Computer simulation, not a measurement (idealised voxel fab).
Name of the process module below: voxel transistor to metal
Each square cell in cross-section cut measures 5 nm, and the section as a whole is 185 nm wide.
A cross-section is a grid of square cells, given in bands from the top down. A band is one or more rows of cells.
Heads up on the band format: heights come first, top then bottom, in nm. After that it's the materials left to right, each with its width in nm. A single material flagged "full width" fills the whole band edge to edge, and "empty" means there's empty space there.
Heads up on the height convention: 0 is the point under which the incoming wafer is all one material, and the lowest band has no bottom, it just keeps going down, like "0 nm and below".
When a width is written as two numbers, as in "30 to 40", the first number is the width in the top row of cells of the band and the second is the width in its bottom row, and the width changes by the same amount from each row to the next.
Take "remained unchanged" at face value: in the step it is given for, the cross-section changed in none of its cells.
Enclosed voids (no open way to top), threshold 8 cells or more, entry "Enclosed internal voids", notation width x height at distance, distance from left edge, nm.
Where a step's line continues beyond its settings, the continuation is a remark by the simulator itself on that step.
"overlay nm", when on a step's line for a step with a mask, measures how far to the right of its planned place the mask lay; a negative measure means to the left.
The following list gives the planned process steps
1 op RECEIVE | material Si
2 op CONFORMAL_DEP | material SiO2 | thk nm 5
3 op CONFORMAL_DEP | material SiN | thk nm 10
4 op DIRECTIONAL_DEP | material aC | thk nm 10
5 op PATTERN | tone cover | mask id ACTIVE | material resist | width nm 125 | thk nm 30 | overlay nm 0
6 op DIRECTIONAL_ETCH | etch materials aC | depth nm 10
7 op STRIP | etch materials resist
8 op DIRECTIONAL_ETCH | etch materials SiN | depth nm 10
9 op DIRECTIONAL_ETCH | etch materials SiO2 | depth nm 5
10 op DIRECTIONAL_ETCH | etch materials Si | depth nm 20
11 op STRIP | etch materials aC
12 op FILL_DEP | material SiO2 | thk nm 10
13 op CMP | height nm 15
14 op SELECTIVE_ETCH | etch materials SiO2 | depth nm 5
15 op STRIP | etch materials SiN
16 op SELECTIVE_ETCH | etch materials SiO2 | depth nm 5
17 op OXIDIZE | depth nm 5
18 op DIRECTIONAL_DEP | material polySi | thk nm 30
19 op DIRECTIONAL_DEP | material SiCN | thk nm 10
20 op MASKED_ETCH | tone cover | mask id GATE | width nm 35 | etch materials SiCN | depth nm 20 | overlay nm 0
21 op MASKED_ETCH | tone cover | mask id GATE | width nm 35 | etch materials polySi | depth nm 40 | overlay nm 0
22 op CONFORMAL_DEP | material SiN | thk nm 10
23 op DIRECTIONAL_ETCH | etch materials SiN | depth nm 10
24 op DIRECTIONAL_ETCH | etch materials SiO2 | depth nm 5
25 op DIRECTIONAL_ETCH | etch materials Si | depth nm 5
26 op EPI | material SiGe | thk nm 5
27 op FILL_DEP | material SiO2 | thk nm 5
28 op CMP | height nm 30
29 op STRIP | etch materials polySi
30 op SELECTIVE_ETCH | etch materials SiO2 | depth nm 5
31 op CONFORMAL_DEP | material HfO2 | thk nm 5
32 op CONFORMAL_DEP | material TiN | thk nm 5
33 op FILL_DEP | material W | thk nm 5
34 op CMP | height nm 25
35 op DIRECTIONAL_DEP | material SiO2 | thk nm 15
36 op MASKED_ETCH | tone open | mask id CONTACT | width nm 20 | pitch nm 95 | etch materials SiO2 | depth nm 45 | overlay nm 0
37 op CONFORMAL_DEP | material TiN | thk nm 5
38 op FILL_DEP | material Ru | thk nm 5
39 op CMP | height nm 40
40 op CONFORMAL_DEP | material SiN | thk nm 5
41 op DIRECTIONAL_DEP | material SiO2 | thk nm 15
42 op PATTERN | tone open | mask id METAL_1 | material resist | width nm 20 | pitch nm 95 | thk nm 15 | overlay nm 0
43 op DIRECTIONAL_ETCH | etch materials SiO2 | depth nm 15
44 op DIRECTIONAL_ETCH | etch materials SiN | depth nm 5
45 op STRIP | etch materials resist
46 op CONFORMAL_DEP | material TiN | thk nm 5
47 op FILL_DEP | material Cu | thk nm 10
48 op CMP | height nm 60
49 op CONFORMAL_DEP | material SiN | thk nm 5
As received (post step 1): cross-section
  0 nm and below  Si full width
  Enclosed internal voids: none
Looking at the first of two wafers in cross-section at end of module - ran to plan
  65 nm to 60 nm  SiN full width
  60 nm to 45 nm  35 SiO2 / 5 TiN / 10 Cu / 5 TiN / 75 SiO2 / 5 TiN / 10 Cu / 5 TiN / 35 SiO2
  45 nm to 40 nm  35 SiN / 20 TiN / 75 SiN / 20 TiN / 35 SiN
  40 nm to 25 nm  35 SiO2 / 5 TiN / 10 Ru / 5 TiN / 75 SiO2 / 5 TiN / 10 Ru / 5 TiN / 35 SiO2
  25 nm to 5 nm  35 SiO2 / 5 TiN / 10 Ru / 5 TiN / 10 SiO2 / 10 SiN / 5 HfO2 / 5 TiN / 15 W / 5 TiN / 5 HfO2 / 10 SiN / 10 SiO2 / 5 TiN / 10 Ru / 5 TiN / 35 SiO2
  5 nm to 0 nm  25 SiO2 / 10 SiN / 10 TiN / 5 Ru / 5 TiN / 10 SiO2 / 10 SiN / 5 HfO2 / 25 TiN / 5 HfO2 / 10 SiN / 10 SiO2 / 5 TiN / 5 Ru / 10 TiN / 10 SiN / 25 SiO2
  0 nm to -5 nm  35 SiO2 / 5 SiGe / 15 TiN / 5 SiO2 / 5 SiGe / 5 SiO2 / 45 HfO2 / 5 SiO2 / 5 SiGe / 5 SiO2 / 15 TiN / 5 SiGe / 35 SiO2
  -5 nm to -10 nm  30 SiO2 / 5 Si / 30 SiGe / 55 Si / 30 SiGe / 5 Si / 30 SiO2
  -10 nm to -20 nm  30 SiO2 / 125 Si / 30 SiO2
  -20 nm and below  Si full width
  Enclosed internal voids: none
Wafer two (of two), end-of-module cross-section: start = wafer one, plan = wafer one, one run mistake
  65 nm to 60 nm  SiN full width
  60 nm to 45 nm  35 SiO2 / 5 TiN / 10 Cu / 5 TiN / 75 SiO2 / 5 TiN / 10 Cu / 5 TiN / 35 SiO2
  45 nm to 40 nm  35 SiN / 20 TiN / 75 SiN / 20 TiN / 35 SiN
  40 nm to 25 nm  35 SiO2 / 5 TiN / 10 Ru / 5 TiN / 75 SiO2 / 5 TiN / 10 Ru / 5 TiN / 35 SiO2
  25 nm to 15 nm  35 SiO2 / 5 TiN / 10 Ru / 5 TiN / 10 SiO2 / 10 SiN / 5 HfO2 / 5 TiN / 15 W / 5 TiN / 5 HfO2 / 10 SiN / 10 SiO2 / 5 TiN / 10 Ru / 5 TiN / 35 SiO2
  15 nm to 10 nm  35 SiO2 / 20 TiN / 10 SiO2 / 10 SiN / 5 HfO2 / 5 TiN / 15 W / 5 TiN / 5 HfO2 / 10 SiN / 10 SiO2 / 20 TiN / 35 SiO2
  10 nm to 5 nm  65 SiO2 / 10 SiN / 5 HfO2 / 5 TiN / 15 W / 5 TiN / 5 HfO2 / 10 SiN / 65 SiO2
  5 nm to 0 nm  25 SiO2 / 10 SiN / 30 SiO2 / 10 SiN / 5 HfO2 / 25 TiN / 5 HfO2 / 10 SiN / 30 SiO2 / 10 SiN / 25 SiO2
  0 nm to -5 nm  35 SiO2 / 5 SiGe / 20 SiO2 / 5 SiGe / 5 SiO2 / 45 HfO2 / 5 SiO2 / 5 SiGe / 20 SiO2 / 5 SiGe / 35 SiO2
  -5 nm to -10 nm  30 SiO2 / 5 Si / 30 SiGe / 55 Si / 30 SiGe / 5 Si / 30 SiO2
  -10 nm to -20 nm  30 SiO2 / 125 Si / 30 SiO2
  -20 nm and below  Si full width
  Enclosed internal voids: none
Diagnosis: plan step 35 was conducted twice
Final wafer comparison in cells, second versus first, more or fewer per material: Ru -10; SiO2 +22; TiN -12
